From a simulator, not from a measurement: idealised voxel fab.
You're looking at the process module voxel trench capacitor.
This is section cut - it's 295 nm across, gridded in 5 nm square cells.
Cross-section = grid of square cells, listed top down in bands; band = one or more rows. Look at the band entry: it leads with the top's height and the bottom's height in nm. Then it lists the materials left to right, with a width in nm for each. The word "all across" on a single material says that material fills the band edge to edge. The word "empty" is empty space. It should be noted that heights are counted from 0, beneath which the wafer as supplied is of one material throughout, and that the lowest band possesses no lower boundary but continues downward, as written in "0 nm and below". It should be noted that a width expressed as "30..40" varies in equal increments from row to row of cells within the band, taking the value of the first number at the top row and that of the second number at the bottom row. The designation "changes: none", where it is given for a processing step, indicates that no cell of the cross-section was altered in the course of that step. In "Unvented cavities" the enclosed voids are listed, meaning empty spaces of 8 cells or larger without any opening to the top. The form is width x height at distance, distance from the left edge, units nm. Note: text after step settings on the step line = simulator remark on that step. Each step line may optionally specify "overlay nm", which for a step with a mask gives the rightward distance between the mask's planned place and where it lay, a negative value indicating the leftward direction.

Process steps (planned)
| 1 | RECEIVE: material Si |
| 2 | CONFORMAL_DEP: material SiN, thk nm 5 |
| 3 | DIRECTIONAL_DEP: material aC, thk nm 10 |
| 4 | PATTERN: tone open, mask id TRENCH, material resist, width nm 20, pitch nm 50, thk nm 30, overlay nm 0 |
| 5 | DIRECTIONAL_ETCH: etch materials aC, depth nm 5 |
| 6 | STRIP: etch materials resist |
| 7 | DIRECTIONAL_ETCH: etch materials SiN, depth nm 5 |
| 8 | DIRECTIONAL_ETCH: etch materials Si, depth nm 35 |
| 9 | STRIP: etch materials aC |
| 10 | CONFORMAL_DEP: material SiO2, thk nm 5 |
| 11 | FILL_DEP: material polySi, thk nm 10 |
| 12 | CMP: height nm 5 |
The depth nm used in step 5 is not the same on every wafer, whereas the starting condition is; the value printed in the plan is the first wafer's.

Incoming state of the first of several wafers in cross-section: after step 1
  0 nm and below | Si all across
  Unvented cavities: none

Rows = wafers. At module end, each row lists per material the cells gained (+) or lost (-) since the wafer was received, then the closed voids
depth nm 5, +59 SiN, Unvented cavities: none
depth nm 10, -112 Si, +43 SiN, +72 SiO2, +56 polySi, Unvented cavities: none
depth nm 15, -112 Si, +43 SiN, +72 SiO2, +56 polySi, Unvented cavities: none
depth nm 20, -112 Si, +43 SiN, +72 SiO2, +56 polySi, Unvented cavities: none
depth nm 25, -112 Si, +43 SiN, +72 SiO2, +56 polySi, Unvented cavities: none
